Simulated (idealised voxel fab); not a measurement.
Herein follows the process module entitled voxel wiring stack.
Pictured: cross-section cut, 230 nm wide, on a grid of 5 nm square cells.
Cross-section format: a grid of square cells, given as bands from top to bottom; each band is one or more rows of cells. Top, bottom (nm), then materials left to right with widths (nm); lone material tagged "everywhere" fills the whole band edge to edge; "air" = empty space. Heads up on the height convention: 0 is the point under which the incoming wafer is all one material, and the lowest band has no bottom, it just keeps going down, like "0..down". Top row gets the first number, bottom row gets the second, and each row in between changes by the same step: that is how a band width like "30..40" works. Reading "no change" for a step: not a cell of the cross-section changed in it. This entry, "Enclosed void listing", enumerates those empty regions of no fewer than 8 cells that possess no open connection to the top. Each region is reported in the form width x height at distance, the distance being taken from the left edge, with all three quantities expressed in nm. after a step's settings: what the simulator itself notes on the step. overlay nm: where the mask lay relative to plan, measured to the right, on steps with a mask; negatives go left. Layout of what follows: cross-section pairs, each bracketing one process step, the after cross-section shown only to the lowest band that changed, the step between and its settings noted under each pair. Pairs may originate in different runs of this module on the same starting wafer; a pair continues from the pair above only where its entry headed "Snapshot before" says so.
-- Snapshot before
* 100..90  air 10 nm / SiO2 15 nm / air 25 nm / SiO2 5 nm / air 55 nm / SiO2 15 nm / air 25 nm / SiO2 5 nm / air 75 nm
* 90..80  SiO2 25 nm / air 25 nm / SiO2 25 nm / air 25 nm / SiO2 25 nm / air 25 nm / SiO2 25 nm / air 25 nm / SiO2 30 nm
* 80..75  SiO2 10 nm / SiN 15 nm / air 25 nm / SiN 5 nm / SiO2 20 nm / air 25 nm / SiO2 10 nm / SiN 15 nm / air 25 nm / SiN 5 nm / SiO2 20 nm / air 25 nm / SiO2 30 nm
* 75..70  SiO2 10 nm / SiN 5 nm / Ru 35 nm / SiN 5 nm / SiO2 20 nm / air 25 nm / SiO2 10 nm / SiN 5 nm / Ru 35 nm / SiN 5 nm / SiO2 20 nm / air 25 nm / SiO2 30 nm
* 70..65  SiN 15 nm / Ru 35 nm / SiN 25 nm / air 25 nm / SiN 15 nm / Ru 35 nm / SiN 25 nm / air 25 nm / SiN 30 nm
* 65..50  lowk 25 nm / Ru 15 nm / lowk 85 nm / Ru 15 nm / lowk 90 nm
* 50..45  SiCN 25 nm / Ru 15 nm / SiCN 85 nm / Ru 15 nm / SiCN 90 nm
* 45..20  SiO2 25 nm / TiN 5 nm / W 15 nm / TiN 5 nm / SiO2 25 nm / TiN 5 nm / W 15 nm / TiN 5 nm / SiO2 25 nm / TiN 5 nm / W 15 nm / TiN 5 nm / SiO2 25 nm / TiN 5 nm / W 15 nm / TiN 5 nm / SiO2 30 nm
* 20..15  SiCN 25 nm / TiN 25 nm / SiCN 25 nm / TiN 25 nm / SiCN 25 nm / TiN 25 nm / SiCN 25 nm / TiN 25 nm / SiCN 30 nm
* 15..0  SiO2 everywhere
* 0..down  Si everywhere
* Enclosed void listing: none
-- Step Result
* 105..100  air 5 nm / TiN 25 nm / air 15 nm / TiN 15 nm / air 45 nm / TiN 25 nm / air 15 nm / TiN 15 nm / air 70 nm
* 100..95  air 5 nm / TiN 5 nm / SiO2 15 nm / TiN 5 nm / air 15 nm / TiN 5 nm / SiO2 5 nm / TiN 5 nm / air 45 nm / TiN 5 nm / SiO2 15 nm / TiN 5 nm / air 15 nm / TiN 5 nm / SiO2 5 nm / TiN 5 nm / air 70 nm
* 95..90  TiN 10 nm / SiO2 15 nm / TiN 5 nm / air 15 nm / TiN 5 nm / SiO2 5 nm / TiN 25 nm / air 15 nm / TiN 15 nm / SiO2 15 nm / TiN 5 nm / air 15 nm / TiN 5 nm / SiO2 5 nm / TiN 25 nm / air 15 nm / TiN 35 nm
* 90..80  SiO2 25 nm / TiN 5 nm / air 15 nm / TiN 5 nm / SiO2 25 nm / TiN 5 nm / air 15 nm / TiN 5 nm / SiO2 25 nm / TiN 5 nm / air 15 nm / TiN 5 nm / SiO2 25 nm / TiN 5 nm / air 15 nm / TiN 5 nm / SiO2 30 nm
* 80..75  SiO2 10 nm / SiN 15 nm / TiN 25 nm / SiN 5 nm / SiO2 20 nm / TiN 5 nm / air 15 nm / TiN 5 nm / SiO2 10 nm / SiN 15 nm / TiN 25 nm / SiN 5 nm / SiO2 20 nm / TiN 5 nm / air 15 nm / TiN 5 nm / SiO2 30 nm
* 75..70  SiO2 10 nm / SiN 5 nm / Ru 35 nm / SiN 5 nm / SiO2 20 nm / TiN 5 nm / air 15 nm / TiN 5 nm / SiO2 10 nm / SiN 5 nm / Ru 35 nm / SiN 5 nm / SiO2 20 nm / TiN 5 nm / air 15 nm / TiN 5 nm / SiO2 30 nm
* 70..65  SiN 15 nm / Ru 35 nm / SiN 25 nm / TiN 25 nm / SiN 15 nm / Ru 35 nm / SiN 25 nm / TiN 25 nm / SiN 30 nm
* Note: structure below 65 unchanged.
* Enclosed void listing: none
The before and after cross-sections above are linked by CONFORMAL_DEP, material TiN, thk nm 5
Snapshot before: The initial state for this step is given by the after cross-section of the immediately preceding pair.
-- Step Result
* 115..105  Cu everywhere
* 105..100  Cu 5 nm / TiN 25 nm / Cu 15 nm / TiN 15 nm / Cu 45 nm / TiN 25 nm / Cu 15 nm / TiN 15 nm / Cu 70 nm
* 100..95  Cu 5 nm / TiN 5 nm / SiO2 15 nm / TiN 5 nm / Cu 15 nm / TiN 5 nm / SiO2 5 nm / TiN 5 nm / Cu 45 nm / TiN 5 nm / SiO2 15 nm / TiN 5 nm / Cu 15 nm / TiN 5 nm / SiO2 5 nm / TiN 5 nm / Cu 70 nm
* 95..90  TiN 10 nm / SiO2 15 nm / TiN 5 nm / Cu 15 nm / TiN 5 nm / SiO2 5 nm / TiN 25 nm / Cu 15 nm / TiN 15 nm / SiO2 15 nm / TiN 5 nm / Cu 15 nm / TiN 5 nm / SiO2 5 nm / TiN 25 nm / Cu 15 nm / TiN 35 nm
* 90..80  SiO2 25 nm / TiN 5 nm / Cu 15 nm / TiN 5 nm / SiO2 25 nm / TiN 5 nm / Cu 15 nm / TiN 5 nm / SiO2 25 nm / TiN 5 nm / Cu 15 nm / TiN 5 nm / SiO2 25 nm / TiN 5 nm / Cu 15 nm / TiN 5 nm / SiO2 30 nm
* 80..75  SiO2 10 nm / SiN 15 nm / TiN 25 nm / SiN 5 nm / SiO2 20 nm / TiN 5 nm / Cu 15 nm / TiN 5 nm / SiO2 10 nm / SiN 15 nm / TiN 25 nm / SiN 5 nm / SiO2 20 nm / TiN 5 nm / Cu 15 nm / TiN 5 nm / SiO2 30 nm
* 75..70  SiO2 10 nm / SiN 5 nm / Ru 35 nm / SiN 5 nm / SiO2 20 nm / TiN 5 nm / Cu 15 nm / TiN 5 nm / SiO2 10 nm / SiN 5 nm / Ru 35 nm / SiN 5 nm / SiO2 20 nm / TiN 5 nm / Cu 15 nm / TiN 5 nm / SiO2 30 nm
* Note: structure below 70 unchanged.
* Enclosed void listing: none
The before and after cross-sections above are linked by FILL_DEP, material Cu, thk nm 10
Snapshot before: The initial state for this step is given by the after cross-section of the immediately preceding pair.
-- Step Result
* 90..80  SiO2 25 nm / TiN 5 nm / Cu 15 nm / TiN 5 nm / SiO2 25 nm / TiN 5 nm / Cu 15 nm / TiN 5 nm / SiO2 25 nm / TiN 5 nm / Cu 15 nm / TiN 5 nm / SiO2 25 nm / TiN 5 nm / Cu 15 nm / TiN 5 nm / SiO2 30 nm
* Note: structure below 80 unchanged.
* Enclosed void listing: none
The before and after cross-sections above are linked by CMP, height nm 90
Snapshot before: The initial state for this step is given by the after cross-section of the immediately preceding pair.
-- Step Result
* 95..90  SiCN everywhere
* Note: structure below 90 unchanged.
* Enclosed void listing: none
The before and after cross-sections above are linked by CONFORMAL_DEP, material SiCN, thk nm 5
Snapshot before: The initial state for this step is given by the after cross-section of the immediately preceding pair.
-- Step Result
* 105..95  SiO2 everywhere
* Note: structure below 95 unchanged.
* Enclosed void listing: none
The before and after cross-sections above are linked by DIRECTIONAL_DEP, material SiO2, thk nm 10
Snapshot before: The initial state for this step is given by the after cross-section of the immediately preceding pair.
-- Step Result
* 120..105  aC everywhere
* Note: structure below 105 unchanged.
* Enclosed void listing: none
The before and after cross-sections above are linked by DIRECTIONAL_DEP, material aC, thk nm 15
Snapshot before: The initial state for this step is given by the after cross-section of the immediately preceding pair.
-- Step Result
* 150..120  resist 25 nm / air 15 nm / resist 85 nm / air 15 nm / resist 90 nm
* Note: structure below 120 unchanged.
* Enclosed void listing: none
The before and after cross-sections above are linked by PATTERN, tone open, mask id PLUG_2, material resist, width nm 15, pitch nm 100, thk nm 30, overlay nm 0
Snapshot before: The initial state for this step is given by the after cross-section of the immediately preceding pair.
-- Step Result
* 135..120  resist 25 nm / air 15 nm / resist 85 nm / air 15 nm / resist 90 nm
* 120..105  aC 25 nm / air 15 nm / aC 85 nm / air 15 nm / aC 90 nm
* Note: structure below 105 unchanged.
* Enclosed void listing: none
The before and after cross-sections above are linked by DIRECTIONAL_ETCH, etch materials aC, depth nm 15
Snapshot before: The initial state for this step is given by the after cross-section of the immediately preceding pair.
-- Step Result
* 120..105  aC 25 nm / air 15 nm / aC 85 nm / air 15 nm / aC 90 nm
* Note: structure below 105 unchanged.
* Enclosed void listing: none
The before and after cross-sections above are linked by STRIP, etch materials resist
Snapshot before: The initial state for this step is given by the after cross-section of the immediately preceding pair.
-- Step Result
* 120..105  aC 25 nm / air 15 nm / aC 85 nm / air 15 nm / aC 90 nm
* 105..95  SiO2 25 nm / air 15 nm / SiO2 85 nm / air 15 nm / SiO2 90 nm
* Note: structure below 95 unchanged.
* Enclosed void listing: none
The before and after cross-sections above are linked by DIRECTIONAL_ETCH, etch materials SiO2, depth nm 10
Snapshot before: The initial state for this step is given by the after cross-section of the immediately preceding pair.
-- Step Result
* 120..105  aC 25 nm / air 15 nm / aC 85 nm / air 15 nm / aC 90 nm
* 105..95  SiO2 25 nm / air 15 nm / SiO2 85 nm / air 15 nm / SiO2 90 nm
* 95..90  SiCN 25 nm / air 15 nm / SiCN 85 nm / air 15 nm / SiCN 90 nm
* Note: structure below 90 unchanged.
* Enclosed void listing: none
The before and after cross-sections above are linked by DIRECTIONAL_ETCH, etch materials SiCN, depth nm 5
Snapshot before: The initial state for this step is given by the after cross-section of the immediately preceding pair.
-- Step Result
* 105..95  SiO2 25 nm / air 15 nm / SiO2 85 nm / air 15 nm / SiO2 90 nm
* Note: structure below 95 unchanged.
* Enclosed void listing: none
The before and after cross-sections above are linked by STRIP, etch materials aC
Snapshot before: The initial state for this step is given by the after cross-section of the immediately preceding pair.
-- Step Result
* 110..105  TiN 30 nm / air 5 nm / TiN 95 nm / air 5 nm / TiN 95 nm
* 105..95  SiO2 25 nm / TiN 5 nm / air 5 nm / TiN 5 nm / SiO2 85 nm / TiN 5 nm / air 5 nm / TiN 5 nm / SiO2 90 nm
* 95..90  SiCN 25 nm / TiN 15 nm / SiCN 85 nm / TiN 15 nm / SiCN 90 nm
* Note: structure below 90 unchanged.
* Enclosed void listing: none
The before and after cross-sections above are linked by CONFORMAL_DEP, material TiN, thk nm 5
Snapshot before: The initial state for this step is given by the after cross-section of the immediately preceding pair.
-- Step Result
* 115..110  Ru everywhere
* 110..105  TiN 30 nm / Ru 5 nm / TiN 95 nm / Ru 5 nm / TiN 95 nm
* 105..95  SiO2 25 nm / TiN 5 nm / Ru 5 nm / TiN 5 nm / SiO2 85 nm / TiN 5 nm / Ru 5 nm / TiN 5 nm / SiO2 90 nm
* Note: structure below 95 unchanged.
* Enclosed void listing: none
The before and after cross-sections above are linked by FILL_DEP, material Ru, thk nm 5
Snapshot before: The initial state for this step is given by the after cross-section of the immediately preceding pair.
-- Step Result
* 105..95  SiO2 25 nm / TiN 5 nm / Ru 5 nm / TiN 5 nm / SiO2 85 nm / TiN 5 nm / Ru 5 nm / TiN 5 nm / SiO2 90 nm
* Note: structure below 95 unchanged.
* Enclosed void listing: none
The before and after cross-sections above are linked by CMP, height nm 105
Snapshot before: The initial state for this step is given by the after cross-section of the immediately preceding pair.
-- Step Result
* 110..105  TiN everywhere
* Note: structure below 105 unchanged.
* Enclosed void listing: none
The before and after cross-sections above are linked by DIRECTIONAL_DEP, material TiN, thk nm 5
Snapshot before: The initial state for this step is given by the after cross-section of the immediately preceding pair.
-- Step Result
* 135..110  Ru everywhere
* Note: structure below 110 unchanged.
* Enclosed void listing: none
The before and after cross-sections above are linked by DIRECTIONAL_DEP, material Ru, thk nm 25
Snapshot before: The initial state for this step is given by the after cross-section of the immediately preceding pair.
-- Step Result
* 145..135  aC everywhere
* Note: structure below 135 unchanged.
* Enclosed void listing: none
The before and after cross-sections above are linked by DIRECTIONAL_DEP, material aC, thk nm 10
Snapshot before: The initial state for this step is given by the after cross-section of the immediately preceding pair.
-- Step Result
* 175..145  air 25 nm / resist 25 nm / air 25 nm / resist 25 nm / air 25 nm / resist 25 nm / air 25 nm / resist 25 nm / air 30 nm
* Note: structure below 145 unchanged.
* Enclosed void listing: none
The before and after cross-sections above are linked by PATTERN, tone cover, mask id METAL_3, material resist, width nm 25, pitch nm 50, thk nm 30, overlay nm 0
Snapshot before: The initial state for this step is given by the after cross-section of the immediately preceding pair.
-- Step Result
* 165..145  air 25 nm / resist 25 nm / air 25 nm / resist 25 nm / air 25 nm / resist 25 nm / air 25 nm / resist 25 nm / air 30 nm
* 145..135  air 25 nm / aC 25 nm / air 25 nm / aC 25 nm / air 25 nm / aC 25 nm / air 25 nm / aC 25 nm / air 30 nm
* Note: structure below 135 unchanged.
* Enclosed void listing: none
The before and after cross-sections above are linked by DIRECTIONAL_ETCH, etch materials aC, depth nm 10
Snapshot before: The initial state for this step is given by the after cross-section of the immediately preceding pair.
-- Step Result
* 145..135  air 25 nm / aC 25 nm / air 25 nm / aC 25 nm / air 25 nm / aC 25 nm / air 25 nm / aC 25 nm / air 30 nm
* Note: structure below 135 unchanged.
* Enclosed void listing: none
The before and after cross-sections above are linked by STRIP, etch materials resist
Snapshot before: The initial state for this step is given by the after cross-section of the immediately preceding pair.
-- Step Result
* 145..135  air 25 nm / aC 25 nm / air 25 nm / aC 25 nm / air 25 nm / aC 25 nm / air 25 nm / aC 25 nm / air 30 nm
* 135..110  air 25 nm / Ru 25 nm / air 25 nm / Ru 25 nm / air 25 nm / Ru 25 nm / air 25 nm / Ru 25 nm / air 30 nm
* Note: structure below 110 unchanged.
* Enclosed void listing: none
The before and after cross-sections above are linked by DIRECTIONAL_ETCH, etch materials Ru, depth nm 25
Snapshot before: The initial state for this step is given by the after cross-section of the immediately preceding pair.
-- Step Result
* 145..135  air 25 nm / aC 25 nm / air 25 nm / aC 25 nm / air 25 nm / aC 25 nm / air 25 nm / aC 25 nm / air 30 nm
* 135..110  air 25 nm / Ru 25 nm / air 25 nm / Ru 25 nm / air 25 nm / Ru 25 nm / air 25 nm / Ru 25 nm / air 30 nm
* 110..105  air 25 nm / TiN 25 nm / air 25 nm / TiN 25 nm / air 25 nm / TiN 25 nm / air 25 nm / TiN 25 nm / air 30 nm
* Note: structure below 105 unchanged.
* Enclosed void listing: none
The before and after cross-sections above are linked by DIRECTIONAL_ETCH, etch materials TiN, depth nm 5
Snapshot before: The initial state for this step is given by the after cross-section of the immediately preceding pair.
-- Step Result
* 135..110  air 25 nm / Ru 25 nm / air 25 nm / Ru 25 nm / air 25 nm / Ru 25 nm / air 25 nm / Ru 25 nm / air 30 nm
* Note: structure below 110 unchanged.
* Enclosed void listing: none
The before and after cross-sections above are linked by STRIP, etch materials aC
Snapshot before: The initial state for this step is given by the after cross-section of the immediately preceding pair.
-- Step Result
* 140..135  air 20 nm / SiCN 35 nm / air 15 nm / SiCN 35 nm / air 15 nm / SiCN 35 nm / air 15 nm / SiCN 35 nm / air 25 nm
* 135..110  air 20 nm / SiCN 5 nm / Ru 25 nm / SiCN 5 nm / air 15 nm / SiCN 5 nm / Ru 25 nm / SiCN 5 nm / air 15 nm / SiCN 5 nm / Ru 25 nm / SiCN 5 nm / air 15 nm / SiCN 5 nm / Ru 25 nm / SiCN 5 nm / air 25 nm
* 110..105  SiCN 25 nm / TiN 25 nm / SiCN 25 nm / TiN 25 nm / SiCN 25 nm / TiN 25 nm / SiCN 25 nm / TiN 25 nm / SiCN 30 nm
* Note: structure below 105 unchanged.
* Enclosed void listing: none
The before and after cross-sections above are linked by CONFORMAL_DEP, material SiCN, thk nm 5
Snapshot before: The initial state for this step is given by the after cross-section of the immediately preceding pair.
-- Step Result
* 150..140  SiO2 everywhere
* 140..135  SiO2 20 nm / SiCN 35 nm / SiO2 15 nm / SiCN 35 nm / SiO2 15 nm / SiCN 35 nm / SiO2 15 nm / SiCN 35 nm / SiO2 25 nm
* 135..110  SiO2 20 nm / SiCN 5 nm / Ru 25 nm / SiCN 5 nm / SiO2 15 nm / SiCN 5 nm / Ru 25 nm / SiCN 5 nm / SiO2 15 nm / SiCN 5 nm / Ru 25 nm / SiCN 5 nm / SiO2 15 nm / SiCN 5 nm / Ru 25 nm / SiCN 5 nm / SiO2 25 nm
* Note: structure below 110 unchanged.
* Enclosed void listing: none
The before and after cross-sections above are linked by FILL_DEP, material SiO2, thk nm 10
Snapshot before: The initial state for this step is given by the after cross-section of the immediately preceding pair.
-- Step Result
* 135..110  SiO2 20 nm / SiCN 5 nm / Ru 25 nm / SiCN 5 nm / SiO2 15 nm / SiCN 5 nm / Ru 25 nm / SiCN 5 nm / SiO2 15 nm / SiCN 5 nm / Ru 25 nm / SiCN 5 nm / SiO2 15 nm / SiCN 5 nm / Ru 25 nm / SiCN 5 nm / SiO2 25 nm
* Note: structure below 110 unchanged.
* Enclosed void listing: none
The before and after cross-sections above are linked by CMP, height nm 135
Snapshot before: The initial state for this step is given by the after cross-section of the immediately preceding pair.
-- Step Result
* 140..135  SiCN everywhere
* Note: structure below 135 unchanged.
* Enclosed void listing: none
The before and after cross-sections above are linked by CONFORMAL_DEP, material SiCN, thk nm 5
Snapshot before: The initial state for this step is given by the after cross-section of the immediately preceding pair.
-- Step Result
* 150..140  lowk everywhere
* Note: structure below 140 unchanged.
* Enclosed void listing: none
The before and after cross-sections above are linked by DIRECTIONAL_DEP, material lowk, thk nm 10
Snapshot before: The initial state for this step is given by the after cross-section of the immediately preceding pair.
-- Step Result
* 170..150  resist 25 nm / air 15 nm / resist 85 nm / air 15 nm / resist 90 nm
* Note: structure below 150 unchanged.
* Enclosed void listing: none
The before and after cross-sections above are linked by PATTERN, tone open, mask id PLUG_3, material resist, width nm 15, pitch nm 100, thk nm 20, overlay nm 0
Snapshot before: The initial state for this step is given by the after cross-section of the immediately preceding pair.
-- Step Result
* 170..150  resist 25 nm / air 15 nm / resist 85 nm / air 15 nm / resist 90 nm
* 150..140  lowk 25 nm / air 15 nm / lowk 85 nm / air 15 nm / lowk 90 nm
* Note: structure below 140 unchanged.
* Enclosed void listing: none
The before and after cross-sections above are linked by DIRECTIONAL_ETCH, etch materials lowk, depth nm 10
Snapshot before: The initial state for this step is given by the after cross-section of the immediately preceding pair.
-- Step Result
* 170..150  resist 25 nm / air 15 nm / resist 85 nm / air 15 nm / resist 90 nm
* 150..140  lowk 25 nm / air 15 nm / lowk 85 nm / air 15 nm / lowk 90 nm
* 140..135  SiCN 25 nm / air 15 nm / SiCN 85 nm / air 15 nm / SiCN 90 nm
* Note: structure below 135 unchanged.
* Enclosed void listing: none
The before and after cross-sections above are linked by DIRECTIONAL_ETCH, etch materials SiCN, depth nm 5
Snapshot before: The initial state for this step is given by the after cross-section of the immediately preceding pair.
-- Step Result
* 150..140  lowk 25 nm / air 15 nm / lowk 85 nm / air 15 nm / lowk 90 nm
* Note: structure below 140 unchanged.
* Enclosed void listing: none
The before and after cross-sections above are linked by STRIP, etch materials resist
Snapshot before: The initial state for this step is given by the after cross-section of the immediately preceding pair.
-- Step Result
* 155..150  TiN 30 nm / air 5 nm / TiN 95 nm / air 5 nm / TiN 95 nm
* 150..140  lowk 25 nm / TiN 5 nm / air 5 nm / TiN 5 nm / lowk 85 nm / TiN 5 nm / air 5 nm / TiN 5 nm / lowk 90 nm
* 140..135  SiCN 25 nm / TiN 15 nm / SiCN 85 nm / TiN 15 nm / SiCN 90 nm
* Note: structure below 135 unchanged.
* Enclosed void listing: none
The before and after cross-sections above are linked by CONFORMAL_DEP, material TiN, thk nm 5
Snapshot before: The initial state for this step is given by the after cross-section of the immediately preceding pair.
-- Step Result
* 160..155  Ru everywhere
* 155..150  TiN 30 nm / Ru 5 nm / TiN 95 nm / Ru 5 nm / TiN 95 nm
* 150..140  lowk 25 nm / TiN 5 nm / Ru 5 nm / TiN 5 nm / lowk 85 nm / TiN 5 nm / Ru 5 nm / TiN 5 nm / lowk 90 nm
* Note: structure below 140 unchanged.
* Enclosed void listing: none
The before and after cross-sections above are linked by FILL_DEP, material Ru, thk nm 5
Snapshot before: The initial state for this step is given by the after cross-section of the immediately preceding pair.
-- Step Result
* 150..140  lowk 25 nm / TiN 5 nm / Ru 5 nm / TiN 5 nm / lowk 85 nm / TiN 5 nm / Ru 5 nm / TiN 5 nm / lowk 90 nm
* Note: structure below 140 unchanged.
* Enclosed void listing: none
The before and after cross-sections above are linked by CMP, height nm 150
Snapshot before: The initial state for this step is given by the after cross-section of the immediately preceding pair.
-- Step Result
* 155..150  TiN everywhere
* Note: structure below 150 unchanged.
* Enclosed void listing: none
The before and after cross-sections above are linked by DIRECTIONAL_DEP, material TiN, thk nm 5
Snapshot before: The initial state for this step is given by the after cross-section of the immediately preceding pair.
-- Step Result
* 175..155  W everywhere
* Note: structure below 155 unchanged.
* Enclosed void listing: none
The before and after cross-sections above are linked by DIRECTIONAL_DEP, material W, thk nm 20
Snapshot before: The initial state for this step is given by the after cross-section of the immediately preceding pair.
-- Step Result
* 195..175  air 25 nm / resist 25 nm / air 25 nm / resist 25 nm / air 25 nm / resist 25 nm / air 25 nm / resist 25 nm / air 30 nm
* Note: structure below 175 unchanged.
* Enclosed void listing: none
The before and after cross-sections above are linked by PATTERN, tone cover, mask id METAL_4, material resist, width nm 25, pitch nm 50, thk nm 20, overlay nm 0
Snapshot before: The initial state for this step is given by the after cross-section of the immediately preceding pair.
-- Step Result
* 195..175  air 25 nm / resist 25 nm / air 25 nm / resist 25 nm / air 25 nm / resist 25 nm / air 25 nm / resist 25 nm / air 30 nm
* 175..155  air 25 nm / W 25 nm / air 25 nm / W 25 nm / air 25 nm / W 25 nm / air 25 nm / W 25 nm / air 30 nm
* Note: structure below 155 unchanged.
* Enclosed void listing: none
The before and after cross-sections above are linked by DIRECTIONAL_ETCH, etch materials W, depth nm 20
Snapshot before: The initial state for this step is given by the after cross-section of the immediately preceding pair.
-- Step Result
* 195..175  air 25 nm / resist 25 nm / air 25 nm / resist 25 nm / air 25 nm / resist 25 nm / air 25 nm / resist 25 nm / air 30 nm
* 175..155  air 25 nm / W 25 nm / air 25 nm / W 25 nm / air 25 nm / W 25 nm / air 25 nm / W 25 nm / air 30 nm
* 155..150  air 25 nm / TiN 25 nm / air 25 nm / TiN 25 nm / air 25 nm / TiN 25 nm / air 25 nm / TiN 25 nm / air 30 nm
* Note: structure below 150 unchanged.
* Enclosed void listing: none
The before and after cross-sections above are linked by DIRECTIONAL_ETCH, etch materials TiN, depth nm 5
Snapshot before: The initial state for this step is given by the after cross-section of the immediately preceding pair.
-- Step Result
* 175..155  air 25 nm / W 25 nm / air 25 nm / W 25 nm / air 25 nm / W 25 nm / air 25 nm / W 25 nm / air 30 nm
* Note: structure below 155 unchanged.
* Enclosed void listing: none
The before and after cross-sections above are linked by STRIP, etch materials resist
Snapshot before: The initial state for this step is given by the after cross-section of the immediately preceding pair.
-- Step Result
* 180..175  SiO2 everywhere
* 175..155  SiO2 25 nm / W 25 nm / SiO2 25 nm / W 25 nm / SiO2 25 nm / W 25 nm / SiO2 25 nm / W 25 nm / SiO2 30 nm
* 155..150  SiO2 25 nm / TiN 25 nm / SiO2 25 nm / TiN 25 nm / SiO2 25 nm / TiN 25 nm / SiO2 25 nm / TiN 25 nm / SiO2 30 nm
* Note: structure below 150 unchanged.
* Enclosed void listing: none
The before and after cross-sections above are linked by FILL_DEP, material SiO2, thk nm 5
Snapshot before: The initial state for this step is given by the after cross-section of the immediately preceding pair.
-- Step Result
* 175..155  SiO2 25 nm / W 25 nm / SiO2 25 nm / W 25 nm / SiO2 25 nm / W 25 nm / SiO2 25 nm / W 25 nm / SiO2 30 nm
* Note: structure below 155 unchanged.
* Enclosed void listing: none
The before and after cross-sections above are linked by CMP, height nm 175
Snapshot before: The initial state for this step is given by the after cross-section of the immediately preceding pair.
-- Step Result
* 180..175  SiN everywhere
* Note: structure below 175 unchanged.
* Enclosed void listing: none
The before and after cross-sections above are linked by CONFORMAL_DEP, material SiN, thk nm 5
-- Snapshot before
* 90..70  SiO2 25 nm / TiN 5 nm / Cu 15 nm / TiN 5 nm / SiO2 25 nm / TiN 5 nm / Cu 15 nm / TiN 5 nm / SiO2 25 nm / TiN 5 nm / Cu 15 nm / TiN 5 nm / SiO2 25 nm / TiN 5 nm / Cu 15 nm / TiN 5 nm / SiO2 30 nm
* 70..65  SiN 25 nm / TiN 25 nm / SiN 25 nm / TiN 25 nm / SiN 25 nm / TiN 25 nm / SiN 25 nm / TiN 25 nm / SiN 30 nm
* 65..50  lowk 25 nm / Ru 15 nm / lowk 85 nm / Ru 15 nm / lowk 90 nm
* 50..45  SiCN 25 nm / Ru 15 nm / SiCN 85 nm / Ru 15 nm / SiCN 90 nm
* 45..20  SiO2 25 nm / TiN 5 nm / W 15 nm / TiN 5 nm / SiO2 25 nm / TiN 5 nm / W 15 nm / TiN 5 nm / SiO2 25 nm / TiN 5 nm / W 15 nm / TiN 5 nm / SiO2 25 nm / TiN 5 nm / W 15 nm / TiN 5 nm / SiO2 30 nm
* 20..15  SiCN 25 nm / TiN 25 nm / SiCN 25 nm / TiN 25 nm / SiCN 25 nm / TiN 25 nm / SiCN 25 nm / TiN 25 nm / SiCN 30 nm
* 15..0  SiO2 everywhere
* 0..down  Si everywhere
* Enclosed void listing: none
-- Step Result
* 100..90  SiO2 everywhere
* Note: structure below 90 unchanged.
* Enclosed void listing: none
The before and after cross-sections above are linked by DIRECTIONAL_DEP, material SiO2, thk nm 10
Snapshot before: The initial state for this step is given by the after cross-section of the immediately preceding pair.
-- Step Result
* 105..100  SiCN everywhere
* Note: structure below 100 unchanged.
* Enclosed void listing: none
The before and after cross-sections above are linked by CONFORMAL_DEP, material SiCN, thk nm 5
Snapshot before: The initial state for this step is given by the after cross-section of the immediately preceding pair.
-- Step Result
* 120..105  aC everywhere
* Note: structure below 105 unchanged.
* Enclosed void listing: none
The before and after cross-sections above are linked by DIRECTIONAL_DEP, material aC, thk nm 15
Snapshot before: The initial state for this step is given by the after cross-section of the immediately preceding pair.
-- Step Result
* 150..120  resist 25 nm / air 15 nm / resist 85 nm / air 15 nm / resist 90 nm
* Note: structure below 120 unchanged.
* Enclosed void listing: none
The before and after cross-sections above are linked by PATTERN, tone open, mask id PLUG_2, material resist, width nm 15, pitch nm 100, thk nm 30, overlay nm 0
Snapshot before: The initial state for this step is given by the after cross-section of the immediately preceding pair.
-- Step Result
* 135..120  resist 25 nm / air 15 nm / resist 85 nm / air 15 nm / resist 90 nm
* 120..105  aC 25 nm / air 15 nm / aC 85 nm / air 15 nm / aC 90 nm
* Note: structure below 105 unchanged.
* Enclosed void listing: none
The before and after cross-sections above are linked by DIRECTIONAL_ETCH, etch materials aC, depth nm 15
Snapshot before: The initial state for this step is given by the after cross-section of the immediately preceding pair.
-- Step Result
* 120..105  aC 25 nm / air 15 nm / aC 85 nm / air 15 nm / aC 90 nm
* Note: structure below 105 unchanged.
* Enclosed void listing: none
The before and after cross-sections above are linked by STRIP, etch materials resist
Snapshot before: The initial state for this step is given by the after cross-section of the immediately preceding pair.
-- Step Result
* 120..105  aC 25 nm / air 15 nm / aC 85 nm / air 15 nm / aC 90 nm
* 105..100  SiCN 25 nm / air 15 nm / SiCN 85 nm / air 15 nm / SiCN 90 nm
* Note: structure below 100 unchanged.
* Enclosed void listing: none
The before and after cross-sections above are linked by DIRECTIONAL_ETCH, etch materials SiCN, depth nm 5
Snapshot before: The initial state for this step is given by the after cross-section of the immediately preceding pair.
-- Step Result
* 105..100  SiCN 25 nm / air 15 nm / SiCN 85 nm / air 15 nm / SiCN 90 nm
* Note: structure below 100 unchanged.
* Enclosed void listing: none
The before and after cross-sections above are linked by STRIP, etch materials aC
Snapshot before: The initial state for this step is given by the after cross-section of the immediately preceding pair.
-- Step Result
* 110..105  TiN 30 nm / air 5 nm / TiN 95 nm / air 5 nm / TiN 95 nm
* 105..100  SiCN 25 nm / TiN 15 nm / SiCN 85 nm / TiN 15 nm / SiCN 90 nm
* Note: structure below 100 unchanged.
* Enclosed void listing: none
The before and after cross-sections above are linked by CONFORMAL_DEP, material TiN, thk nm 5
Snapshot before: The initial state for this step is given by the after cross-section of the immediately preceding pair.
-- Step Result
* 115..110  Ru everywhere
* 110..105  TiN 30 nm / Ru 5 nm / TiN 95 nm / Ru 5 nm / TiN 95 nm
* Note: structure below 105 unchanged.
* Enclosed void listing: none
The before and after cross-sections above are linked by FILL_DEP, material Ru, thk nm 5
Snapshot before: The initial state for this step is given by the after cross-section of the immediately preceding pair.
-- Step Result
* 105..100  SiCN 25 nm / TiN 15 nm / SiCN 85 nm / TiN 15 nm / SiCN 90 nm
* Note: structure below 100 unchanged.
* Enclosed void listing: none
The before and after cross-sections above are linked by CMP, height nm 105
Snapshot before: The initial state for this step is given by the after cross-section of the immediately preceding pair.
-- Step Result
* 110..105  TiN everywhere
* Note: structure below 105 unchanged.
* Enclosed void listing: none
The before and after cross-sections above are linked by DIRECTIONAL_DEP, material TiN, thk nm 5
Snapshot before: The initial state for this step is given by the after cross-section of the immediately preceding pair.
-- Step Result
* 135..110  Ru everywhere
* Note: structure below 110 unchanged.
* Enclosed void listing: none
The before and after cross-sections above are linked by DIRECTIONAL_DEP, material Ru, thk nm 25
Snapshot before: The initial state for this step is given by the after cross-section of the immediately preceding pair.
-- Step Result
* 145..135  aC everywhere
* Note: structure below 135 unchanged.
* Enclosed void listing: none
The before and after cross-sections above are linked by DIRECTIONAL_DEP, material aC, thk nm 10
